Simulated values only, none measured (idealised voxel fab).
The following is a process module called voxel trench capacitor.
cross-section cut | 185 nm wide | cells 5 nm
In what follows, cross-sections appear as grids of square cells, described through bands that run from the top down, where every band is one or more rows of cells. The entry gives the band's vertical extent as a top height and a bottom height in nm, then its horizontal make-up as materials from left to right, each with a width in nm. "air" stands for empty space; a single material marked "edge to edge" fills the band edge to edge. For the purposes of this specification, 0 denotes the height below which the wafer in its as-received condition is composed wholly of one material, and the lowermost band, lacking a lower limit, extends downward without end, as expressed in "0 down". When a width is written as two numbers, as in "30 to 40", the first number is the width in the top row of cells of the band and the second is the width in its bottom row, and the width changes by the same amount from each row to the next. Reading "no change" for a step: not a cell of the cross-section changed in it. Heads up: "Catalogued sealed voids" only lists the empty pockets with no open path to the top that are 8 cells or more, and it writes them as width x height at distance, distance from the left edge, in nm. What comes after the settings on a step's line is commentary from the simulator itself on that step. The "overlay nm" setting may appear on a step's line; for a step that uses a mask, it gives how far to the right of its planned position the mask lay, and a negative value indicates the left.

The steps planned for the process are as follows
1: RECEIVE,material Si
2: CONFORMAL_DEP,material SiN,thk nm 5
3: DIRECTIONAL_DEP,material aC,thk nm 15
4: PATTERN,tone open,mask id TRENCH,material resist,width nm 25,pitch nm 40,thk nm 35,overlay nm 0
5: DIRECTIONAL_ETCH,etch materials aC,depth nm 15
6: STRIP,etch materials resist
7: DIRECTIONAL_ETCH,etch materials SiN,depth nm 5
8: DIRECTIONAL_ETCH,etch materials Si,depth nm 30
9: STRIP,etch materials aC
10: CONFORMAL_DEP,material HfO2,thk nm 5
11: CONFORMAL_DEP,material TiN,thk nm 5
12: FILL_DEP,material W,thk nm 10
13: CMP,height nm 5

Wafer as received: cross-section following step 1
> 0 down: Si edge to edge
> Catalogued sealed voids: none

End-of-module XS, first of two wafers, run as planned
> 5 to 0: SiN: 40  HfO2: 5  TiN: 5  W: 5  TiN: 5  HfO2: 5  SiN: 15  HfO2: 5  TiN: 5  W: 5  TiN: 5  HfO2: 5  SiN: 15  HfO2: 5  TiN: 5  W: 5  TiN: 5  HfO2: 5  SiN: 40
> 0 to -20: Si: 40  HfO2: 5  TiN: 5  W: 5  TiN: 5  HfO2: 5  Si: 15  HfO2: 5  TiN: 5  W: 5  TiN: 5  HfO2: 5  Si: 15  HfO2: 5  TiN: 5  W: 5  TiN: 5  HfO2: 5  Si: 40
> -20 to -25: Si: 40  HfO2: 5  TiN: 15  HfO2: 5  Si: 15  HfO2: 5  TiN: 15  HfO2: 5  Si: 15  HfO2: 5  TiN: 15  HfO2: 5  Si: 40
> -25 to -30: Si: 40  HfO2: 25  Si: 15  HfO2: 25  Si: 15  HfO2: 25  Si: 40
> -30 down: Si edge to edge
> Catalogued sealed voids: none

Second wafer through the module, sectioned at the end: same beginning and same plan as the first wafer, with one mistake in carrying it out
> 5 to 0: W: 30  TiN: 5  HfO2: 5  SiN: 25  HfO2: 5  TiN: 5  HfO2: 5  SiN: 25  HfO2: 5  TiN: 5  HfO2: 5  SiN: 25  HfO2: 5  TiN: 5  W: 30
> 0 to -20: W: 30  TiN: 5  HfO2: 5  Si: 25  HfO2: 5  TiN: 5  HfO2: 5  Si: 25  HfO2: 5  TiN: 5  HfO2: 5  Si: 25  HfO2: 5  TiN: 5  W: 30
> -20 to -25: TiN: 35  HfO2: 5  Si: 25  HfO2: 5  TiN: 5  HfO2: 5  Si: 25  HfO2: 5  TiN: 5  HfO2: 5  Si: 25  HfO2: 5  TiN: 35
> -25 to -30: HfO2: 40  Si: 25  HfO2: 15  Si: 25  HfO2: 15  Si: 25  HfO2: 40
> -30 down: Si edge to edge
> Catalogued sealed voids: none
Run error: step 4 deviated from plan and actually ran as PATTERN,tone cover,mask id TRENCH,material resist,width nm 25,pitch nm 40,thk nm 35,overlay nm 0
Final cells, second wafer relative to first, materials higher or lower: HfO2 +7 | Si -42 | SiN -7 | TiN -3 | W +45
